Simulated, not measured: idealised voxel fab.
process module | voxel transistor to metal
cross-section cut | 160 nm wide | cells 5 nm
A cross-section is a grid of square cells, given in bands from the top down. A band is one or more rows of cells.
Each band's line starts with the height of the band's top and of its bottom, in nm. Then come its materials from left to right, each with its width in nm. One material with "throughout" fills the band from edge to edge. "air" is empty space.
Height 0 is the level under which the wafer as received is all one material. The lowest band goes on downwards, as in "0 down".
A width such as "30 to 40" changes by the same amount from each row of cells to the next, from the band's top row to its bottom row.
"no change" after a step means that no cell of the cross-section changed.
closed voids: empty space of 8 cells or more with no open way to the top, each as width x height at its distance from the left edge, in nm
after a step's settings: what the simulator itself notes on the step
overlay nm, on a step with a mask: how far to the right of its planned place the mask lay; to the left if negative
plan
1 op RECEIVE | material Si
2 op CONFORMAL_DEP | material SiO2 | thk nm 5
3 op CONFORMAL_DEP | material SiN | thk nm 10
4 op PATTERN | tone cover | mask id ACTIVE | material resist | width nm 100 | thk nm 20 | overlay nm -15
5 op DIRECTIONAL_ETCH | etch materials SiN | depth nm 10
6 op DIRECTIONAL_ETCH | etch materials SiO2 | depth nm 5
7 op DIRECTIONAL_ETCH | etch materials Si | depth nm 30
8 op STRIP | etch materials resist
9 op OXIDIZE | depth nm 5
10 op FILL_DEP | material SiO2 | thk nm 15
11 op CMP | height nm 15
12 op SELECTIVE_ETCH | etch materials SiO2 | depth nm 5
13 op STRIP | etch materials SiN
14 op SELECTIVE_ETCH | etch materials SiO2 | depth nm 5
15 op OXIDIZE | depth nm 5
16 op DIRECTIONAL_DEP | material polySi | thk nm 25
17 op DIRECTIONAL_DEP | material SiCN | thk nm 15
18 op DIRECTIONAL_DEP | material aC | thk nm 15
19 op PATTERN | tone cover | mask id GATE | material resist | width nm 30 | thk nm 30 | overlay nm 0
20 op DIRECTIONAL_ETCH | etch materials aC | depth nm 15
21 op STRIP | etch materials resist
22 op DIRECTIONAL_ETCH | etch materials SiCN | depth nm 25
23 op DIRECTIONAL_ETCH | etch materials polySi | depth nm 35
24 op STRIP | etch materials aC
25 op CONFORMAL_DEP | material SiN | thk nm 5
26 op DIRECTIONAL_ETCH | etch materials SiN | depth nm 5
27 op DIRECTIONAL_ETCH | etch materials SiO2 | depth nm 5
28 op DIRECTIONAL_ETCH | etch materials Si | depth nm 15
29 op EPI | material pSi | thk nm 15
30 op FILL_DEP | material SiO2 | thk nm 10
31 op CMP | height nm 25
32 op STRIP | etch materials polySi
33 op SELECTIVE_ETCH | etch materials SiO2 | depth nm 5
34 op CONFORMAL_DEP | material HfO2 | thk nm 5
35 op CONFORMAL_DEP | material TiN | thk nm 5
36 op FILL_DEP | material W | thk nm 5
37 op CMP | height nm 20
38 op DIRECTIONAL_DEP | material SiO2 | thk nm 10
39 op MASKED_ETCH | tone open | mask id CONTACT | width nm 15 | pitch nm 75 | etch materials SiO2 | depth nm 35 | overlay nm 0
40 op CONFORMAL_DEP | material TiN | thk nm 5
41 op FILL_DEP | material Ru | thk nm 5
42 op CMP | height nm 30
43 op CONFORMAL_DEP | material SiN | thk nm 5
44 op DIRECTIONAL_DEP | material SiO2 | thk nm 25
45 op PATTERN | tone open | mask id METAL_1 | material resist | width nm 15 | pitch nm 75 | thk nm 20 | overlay nm 0
46 op DIRECTIONAL_ETCH | etch materials SiO2 | depth nm 25
47 op DIRECTIONAL_ETCH | etch materials SiN | depth nm 5
48 op STRIP | etch materials resist
49 op CONFORMAL_DEP | material TiN | thk nm 5
50 op FILL_DEP | material Cu | thk nm 10
51 op CMP | height nm 60
52 op EPI | material Ru | thk nm 5
53 op FILL_DEP | material SiCN | thk nm 5
varied across the wafers: overlay nm of step 4. The plan shows the first wafer's value. All wafers start alike
first wafer as received, after step 1
  0 down: Si throughout
  closed voids: none
each wafer at the end: cells of each material gained (+) or lost (-) since it was received, then its closed voids
overlay nm -15 | +10 Cu | +16 HfO2 | +16 Ru | -146 Si | +54 SiCN | +36 SiN | +344 SiO2 | +64 TiN | +6 W | +48 pSi | closed voids: none
overlay nm -10 | +10 Cu | +16 HfO2 | +16 Ru | -146 Si | +54 SiCN | +36 SiN | +344 SiO2 | +64 TiN | +6 W | +48 pSi | closed voids: none
overlay nm -5 | +10 Cu | +16 HfO2 | +16 Ru | -146 Si | +54 SiCN | +36 SiN | +342 SiO2 | +66 TiN | +6 W | +48 pSi | closed voids: none
overlay nm 0 | +10 Cu | +16 HfO2 | +16 Ru | -146 Si | +54 SiCN | +36 SiN | +342 SiO2 | +66 TiN | +6 W | +48 pSi | closed voids: none
overlay nm 5 | +10 Cu | +16 HfO2 | +16 Ru | -146 Si | +54 SiCN | +36 SiN | +342 SiO2 | +66 TiN | +6 W | +48 pSi | closed voids: none
overlay nm 10 | +10 Cu | +16 HfO2 | +16 Ru | -146 Si | +54 SiCN | +36 SiN | +344 SiO2 | +64 TiN | +6 W | +48 pSi | closed voids: none
overlay nm 15 | +10 Cu | +16 HfO2 | +16 Ru | -146 Si | +54 SiCN | +36 SiN | +344 SiO2 | +64 TiN | +6 W | +48 pSi | closed voids: none
